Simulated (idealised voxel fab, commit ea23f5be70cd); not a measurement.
You're looking at the process module voxel local oxidation.
The cross-section shown here is cut; it is 275 nm wide and divided into square cells measuring 5 nm on a side.
Just so we're on the same page, the cross-sections are grids of square cells, and they're listed out in bands top to bottom, each band one or more rows deep. The band entry comprises the height of the band's top followed by the height of its bottom, expressed in nm, and subsequently the band's materials from left to right, each stated together with its width in nm. Where a single material is marked with the word "edge to edge", that material fills the band from edge to edge. The word "blank" represents empty space. Heights from 0 (as-received wafer is one material below). Bottom band endless downward, as "z 0 and below". Width: "30->40" (first number = top row, second number = bottom row, same change from row to row of cells). "nothing was modified" after a step means that no cell of the cross-section changed. Reported under the label "Closed-off voids" are the empty spaces having no open way to the top and comprising 8 cells or more; the notation for each is width x height at distance, in which the distance is measured from the left edge and all three values are in nm. If you see something after the settings on a step's line, that's the simulator's own remark about that step. Among the settings permitted on a step's line is "overlay nm"; applied to a step with a mask, it specifies the extent to which the mask lay to the right of its planned position, whereas a negative figure signifies a position to the left.

# Steps in the process plan
1. RECEIVE | material Si
2. CONFORMAL_DEP | material SiO2 | thk nm 5
3. CONFORMAL_DEP | material SiN | thk nm 15
4. PATTERN | tone cover | mask id ACTIVE | material resist | width nm 95 | pitch nm 130 | thk nm 20 | overlay nm 0
5. DIRECTIONAL_ETCH | etch materials SiN | depth nm 15
6. STRIP | etch materials resist
7. SELECTIVE_ETCH | etch materials SiO2 | depth nm 5
8. OXIDIZE | depth nm 15
9. STRIP | etch materials SiN

# first wafer, as planned

# Received-state cross-section, reflecting completion of step 1
> z 0 and below: Si edge to edge
> Closed-off voids: none

# The wafer in cross-section once step 2 is complete
> z 5 to 0: SiO2 edge to edge
> For the remainder of the cross-section, below 0, there is no change.

# The wafer in cross-section once step 3 is complete
> z 20 to 5: SiN edge to edge
> For the remainder of the cross-section, below 5, there is no change.

# The wafer in cross-section once step 4 is complete
> z 40 to 20: blank=25, then resist=95, then blank=35, then resist=95, then blank=25
> For the remainder of the cross-section, below 20, there is no change.

# The wafer in cross-section once step 5 is complete
> z 40 to 20: blank=25, then resist=95, then blank=35, then resist=95, then blank=25
> z 20 to 5: blank=25, then SiN=95, then blank=35, then SiN=95, then blank=25
> For the remainder of the cross-section, below 5, there is no change.

# The wafer in cross-section once step 6 is complete
> z 20 to 5: blank=25, then SiN=95, then blank=35, then SiN=95, then blank=25
> For the remainder of the cross-section, below 5, there is no change.

# The wafer in cross-section once step 7 is complete
> z 20 to 5: blank=25, then SiN=95, then blank=35, then SiN=95, then blank=25
> z 5 to 0: blank=30, then SiO2=85, then blank=45, then SiO2=85, then blank=30
> For the remainder of the cross-section, below 0, there is no change.

# The wafer in cross-section once step 8 is complete
> z 20 to 5: blank=25, then SiN=95, then blank=35, then SiN=95, then blank=25
> z 5 to 0: blank=30, then SiO2=85, then blank=45, then SiO2=85, then blank=30
> z 0 to -15: SiO2=45, then Si=55, then SiO2=75, then Si=55, then SiO2=45
> For the remainder of the cross-section, below -15, there is no change.

# The wafer in cross-section once step 9 is complete
> z 5 to 0: blank=30, then SiO2=85, then blank=45, then SiO2=85, then blank=30
> For the remainder of the cross-section, below 0, there is no change.

# Second wafer, same starting conditions and recipe as the first, one mistake in executing it, nothing differs from the first up to and including step 7

# X-section, second wafer, when step 8 was due to finish
> z 5 to 0: blank=30, then SiO2=85, then blank=45, then SiO2=85, then blank=30
> For the remainder of the cross-section, below 0, there is no change.

# X-section, second wafer, when step 9 was due to finish
> z 5 to 0: blank=30, then SiO2=85, then blank=45, then SiO2=85, then blank=30
> z 0 to -15: SiO2=45, then Si=55, then SiO2=75, then Si=55, then SiO2=45
> For the remainder of the cross-section, below -15, there is no change.
what went wrong: it was found that steps 8 and 9 of the process plan had been performed in exchanged positions
The two wafers wind up with the same cross-section at the end, so whatever this model computes is the same despite the mistake.
